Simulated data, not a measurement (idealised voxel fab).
The process module presented herein is designated voxel released beams.
Square cells of 5 nm make up the cross-section cut, whose width is 145 nm.
Think of the cross-section as a grid of square cells. We describe it in bands, top to bottom, and each band covers one or more rows of those cells.
Top height, bottom height, nm. Materials left to right, width each, nm. Single material + "throughout" = fills band edge to edge. "blank" = empty.
It should be noted that heights are counted from 0, beneath which the wafer as supplied is of one material throughout, and that the lowest band possesses no lower boundary but continues downward, as written in "z 0 and below".
A two-number width, for instance "30..40", indicates that the width is equal to the first number in the top row of the band and to the second number in the bottom row, and that it changes by a constant amount per row of cells.
You'll sometimes find "everything unchanged" written for a step, and that's the way of saying that nowhere in the cross-section did a cell change during that step.
For the entry "Sealed cavities", the listed items are empty spaces with no open way to the top whose size is 8 cells or more; each item follows the pattern width x height at distance, where distance is from the left edge and all three are in nm.
The remark found on a step's line after its settings is issued by the simulator itself and pertains to that step.
"overlay nm" answers the question of how far to the right of plan the mask lay on a step that has a mask, and when it is negative the answer is to the left.
**Steps planned for the process**
1,RECEIVE: material Si
2,CONFORMAL_DEP: material SiN, thk nm 10
3,DIRECTIONAL_DEP: material SiO2, thk nm 10
4,DIRECTIONAL_DEP: material aC, thk nm 10
5,PATTERN: tone open, mask id ANCHOR, material resist, width nm 30, thk nm 30, overlay nm 0
6,DIRECTIONAL_ETCH: etch materials aC, depth nm 10
7,STRIP: etch materials resist
8,DIRECTIONAL_ETCH: etch materials SiO2, depth nm 10
9,STRIP: etch materials aC
10,CONFORMAL_DEP: material TiN, thk nm 10
11,DIRECTIONAL_DEP: material aC, thk nm 15
12,PATTERN: tone cover, mask id BEAM, material resist, width nm 90, thk nm 35, overlay nm 0
13,DIRECTIONAL_ETCH: etch materials aC, depth nm 15
14,STRIP: etch materials resist
15,DIRECTIONAL_ETCH: etch materials TiN, depth nm 10
16,STRIP: etch materials aC
17,STRIP: etch materials SiO2
**First wafer out of two, processed as planned**
**Cross-section of the wafer at receipt, which is the condition after step 1**
	z 0 and below = Si throughout
	Sealed cavities: none
**Upon completion of step 2, the wafer appears in cross-section as shown**
	z 10 to 0 = SiN throughout
	Everything below 0 is unchanged.
**Upon completion of step 3, the wafer appears in cross-section as shown**
	z 20 to 10 = SiO2 throughout
	Everything below 10 is unchanged.
**Upon completion of step 4, the wafer appears in cross-section as shown**
	z 30 to 20 = aC throughout
	Everything below 20 is unchanged.
**Upon completion of step 5, the wafer appears in cross-section as shown**
	z 60 to 30 = resist 30 nm | blank 30 nm | resist 85 nm
	Everything below 30 is unchanged.
**Upon completion of step 6, the wafer appears in cross-section as shown**
	z 50 to 30 = resist 30 nm | blank 30 nm | resist 85 nm
	z 30 to 20 = aC 30 nm | blank 30 nm | aC 85 nm
	Everything below 20 is unchanged.
**Upon completion of step 7, the wafer appears in cross-section as shown**
	z 30 to 20 = aC 30 nm | blank 30 nm | aC 85 nm
	Everything below 20 is unchanged.
**Upon completion of step 8, the wafer appears in cross-section as shown**
	z 30 to 20 = aC 30 nm | blank 30 nm | aC 85 nm
	z 20 to 10 = SiO2 30 nm | blank 30 nm | SiO2 85 nm
	Everything below 10 is unchanged.
**Upon completion of step 9, the wafer appears in cross-section as shown**
	z 20 to 10 = SiO2 30 nm | blank 30 nm | SiO2 85 nm
	Everything below 10 is unchanged.
**Upon completion of step 10, the wafer appears in cross-section as shown**
	z 30 to 20 = TiN 40 nm | blank 10 nm | TiN 95 nm
	z 20 to 10 = SiO2 30 nm | TiN 30 nm | SiO2 85 nm
	Everything below 10 is unchanged.
**Upon completion of step 11, the wafer appears in cross-section as shown**
	z 45 to 35 = aC 40 nm | blank 10 nm | aC 95 nm
	z 35 to 30 = aC throughout
	z 30 to 20 = TiN 40 nm | aC 10 nm | TiN 95 nm
	Everything below 20 is unchanged.
**Upon completion of step 12, the wafer appears in cross-section as shown**
	z 80 to 45 = blank 25 nm | resist 90 nm | blank 30 nm
	z 45 to 35 = aC 40 nm | resist 10 nm | aC 95 nm
	Everything below 35 is unchanged.
**Upon completion of step 13, the wafer appears in cross-section as shown**
	z 65 to 45 = blank 25 nm | resist 90 nm | blank 30 nm
	z 45 to 35 = blank 25 nm | aC 15 nm | resist 10 nm | aC 65 nm | blank 30 nm
	z 35 to 30 = blank 25 nm | aC 90 nm | blank 30 nm
	Everything below 30 is unchanged.
**Upon completion of step 14, the wafer appears in cross-section as shown**
	z 45 to 35 = blank 25 nm | aC 15 nm | blank 10 nm | aC 65 nm | blank 30 nm
	Everything below 35 is unchanged.
**Upon completion of step 15, the wafer appears in cross-section as shown**
	z 45 to 35 = blank 25 nm | aC 15 nm | blank 10 nm | aC 65 nm | blank 30 nm
	z 35 to 30 = blank 25 nm | aC 90 nm | blank 30 nm
	z 30 to 20 = blank 25 nm | TiN 15 nm | aC 10 nm | TiN 65 nm | blank 30 nm
	Everything below 20 is unchanged.
**Upon completion of step 16, the wafer appears in cross-section as shown**
	z 30 to 20 = blank 25 nm | TiN 15 nm | blank 10 nm | TiN 65 nm | blank 30 nm
	Everything below 20 is unchanged.
**Upon completion of step 17, the wafer appears in cross-section as shown**
	z 30 to 20 = blank 25 nm | TiN 15 nm | blank 10 nm | TiN 65 nm | blank 30 nm
	z 20 to 10 = blank 30 nm | TiN 30 nm | blank 85 nm
	Everything below 10 is unchanged.
**second wafer: like start, like plan, one mistake. Through step 1 it matches the first wafer**
Second wafer, cross-section, planned end of step 2: everything unchanged
**Second wafer, cross-section, planned end of step 3**
	z 10 to 0 = SiO2 throughout
	Everything below 0 is unchanged.
**Second wafer, cross-section, planned end of step 4**
	z 20 to 10 = aC throughout
	Everything below 10 is unchanged.
**Second wafer, cross-section, planned end of step 5**
	z 50 to 20 = resist 30 nm | blank 30 nm | resist 85 nm
	Everything below 20 is unchanged.
**Second wafer, cross-section, planned end of step 6**
	z 40 to 20 = resist 30 nm | blank 30 nm | resist 85 nm
	z 20 to 10 = aC 30 nm | blank 30 nm | aC 85 nm
	Everything below 10 is unchanged.
**Second wafer, cross-section, planned end of step 7**
	z 20 to 10 = aC 30 nm | blank 30 nm | aC 85 nm
	Everything below 10 is unchanged.
**Second wafer, cross-section, planned end of step 8**
	z 20 to 10 = aC 30 nm | blank 30 nm | aC 85 nm
	z 10 to 0 = SiO2 30 nm | blank 30 nm | SiO2 85 nm
	Everything below 0 is unchanged.
**Second wafer, cross-section, planned end of step 9**
	z 10 to 0 = SiO2 30 nm | blank 30 nm | SiO2 85 nm
	Everything below 0 is unchanged.
**Second wafer, cross-section, planned end of step 10**
	z 20 to 10 = TiN 40 nm | blank 10 nm | TiN 95 nm
	z 10 to 0 = SiO2 30 nm | TiN 30 nm | SiO2 85 nm
	Everything below 0 is unchanged.
**Second wafer, cross-section, planned end of step 11**
	z 35 to 25 = aC 40 nm | blank 10 nm | aC 95 nm
	z 25 to 20 = aC throughout
	z 20 to 10 = TiN 40 nm | aC 10 nm | TiN 95 nm
	Everything below 10 is unchanged.
**Second wafer, cross-section, planned end of step 12**
	z 70 to 35 = blank 25 nm | resist 90 nm | blank 30 nm
	z 35 to 25 = aC 40 nm | resist 10 nm | aC 95 nm
	Everything below 25 is unchanged.
**Second wafer, cross-section, planned end of step 13**
	z 55 to 35 = blank 25 nm | resist 90 nm | blank 30 nm
	z 35 to 25 = blank 25 nm | aC 15 nm | resist 10 nm | aC 65 nm | blank 30 nm
	z 25 to 20 = blank 25 nm | aC 90 nm | blank 30 nm
	Everything below 20 is unchanged.
**Second wafer, cross-section, planned end of step 14**
	z 35 to 25 = blank 25 nm | aC 15 nm | blank 10 nm | aC 65 nm | blank 30 nm
	Everything below 25 is unchanged.
**Second wafer, cross-section, planned end of step 15**
	z 35 to 25 = blank 25 nm | aC 15 nm | blank 10 nm | aC 65 nm | blank 30 nm
	z 25 to 20 = blank 25 nm | aC 90 nm | blank 30 nm
	z 20 to 10 = blank 25 nm | TiN 15 nm | aC 10 nm | TiN 65 nm | blank 30 nm
	Everything below 10 is unchanged.
**Second wafer, cross-section, planned end of step 16**
	z 20 to 10 = blank 25 nm | TiN 15 nm | blank 10 nm | TiN 65 nm | blank 30 nm
	Everything below 10 is unchanged.
**Second wafer, cross-section, planned end of step 17**
	z 20 to 10 = blank 25 nm | TiN 15 nm | blank 10 nm | TiN 65 nm | blank 30 nm
	z 10 to 0 = blank 30 nm | TiN 30 nm | blank 85 nm
	Everything below 0 is unchanged.
So what did we get wrong on this run? plan step 2 never ran because it was skipped
Final comparison by cell count, materials where the second wafer has more or fewer than the first: SiN -58
